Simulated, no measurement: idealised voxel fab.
process module | voxel trench capacitor
cross-section cut | 255 nm wide | cells 5 nm
A cross-section is a grid of square cells, given in bands from the top down. A band is one or more rows of cells.
Each band's line starts with the height of the band's top and of its bottom, in nm. Then come its materials from left to right, each with its width in nm. One material with "throughout" fills the band from edge to edge. "air" is empty space.
Height 0 is the level under which the wafer as received is all one material. The lowest band goes on downwards, as in "0 down".
A width such as "30 to 40" changes by the same amount from each row of cells to the next, from the band's top row to its bottom row.
"no change" after a step means that no cell of the cross-section changed.
closed voids: empty space of 8 cells or more with no open way to the top, each as width x height at its distance from the left edge, in nm
after a step's settings: what the simulator itself notes on the step
overlay nm, on a step with a mask: how far to the right of its planned place the mask lay; to the left if negative
plan
1 op RECEIVE | material Si
2 op CONFORMAL_DEP | material SiN | thk nm 5
3 op PATTERN | tone open | mask id TRENCH | material resist | width nm 25 | pitch nm 40 | thk nm 20 | overlay nm 0
4 op DIRECTIONAL_ETCH | etch materials SiN | depth nm 5
5 op DIRECTIONAL_ETCH | etch materials Si | depth nm 30
6 op STRIP | etch materials resist
7 op CONFORMAL_DEP | material HfO2 | thk nm 5
8 op CONFORMAL_DEP | material TiN | thk nm 5
9 op FILL_DEP | material W | thk nm 5
10 op CMP | height nm 5
as received, after step 1
  0 down: Si throughout
  closed voids: none
first wafer at the end, as planned
  5 to 0: SiN 95 | HfO2 5 | TiN 5 | W 5 | TiN 5 | HfO2 5 | SiN 15 | HfO2 5 | TiN 5 | W 5 | TiN 5 | HfO2 5 | SiN 95
  0 to -20: Si 95 | HfO2 5 | TiN 5 | W 5 | TiN 5 | HfO2 5 | Si 15 | HfO2 5 | TiN 5 | W 5 | TiN 5 | HfO2 5 | Si 95
  -20 to -25: Si 95 | HfO2 5 | TiN 15 | HfO2 5 | Si 15 | HfO2 5 | TiN 15 | HfO2 5 | Si 95
  -25 to -30: Si 95 | HfO2 25 | Si 15 | HfO2 25 | Si 95
  -30 down: Si throughout
  closed voids: none
second wafer at the end: like start, like plan, one mistake
  5 to 0: SiN 100 | TiN 5 | W 5 | TiN 5 | SiN 25 | TiN 5 | W 5 | TiN 5 | SiN 100
  0 to -20: Si 95 | SiN 5 | TiN 5 | W 5 | TiN 5 | SiN 5 | Si 15 | SiN 5 | TiN 5 | W 5 | TiN 5 | SiN 5 | Si 95
  -20 to -25: Si 95 | SiN 5 | TiN 15 | SiN 5 | Si 15 | SiN 5 | TiN 15 | SiN 5 | Si 95
  -25 to -30: Si 95 | SiN 25 | Si 15 | SiN 25 | Si 95
  -30 down: Si throughout
  closed voids: none
what went wrong: step 7 ran as: op CONFORMAL_DEP | material SiN | thk nm 5
at the end the second wafer has, in cells: 34 fewer of HfO2 | 34 more of SiN
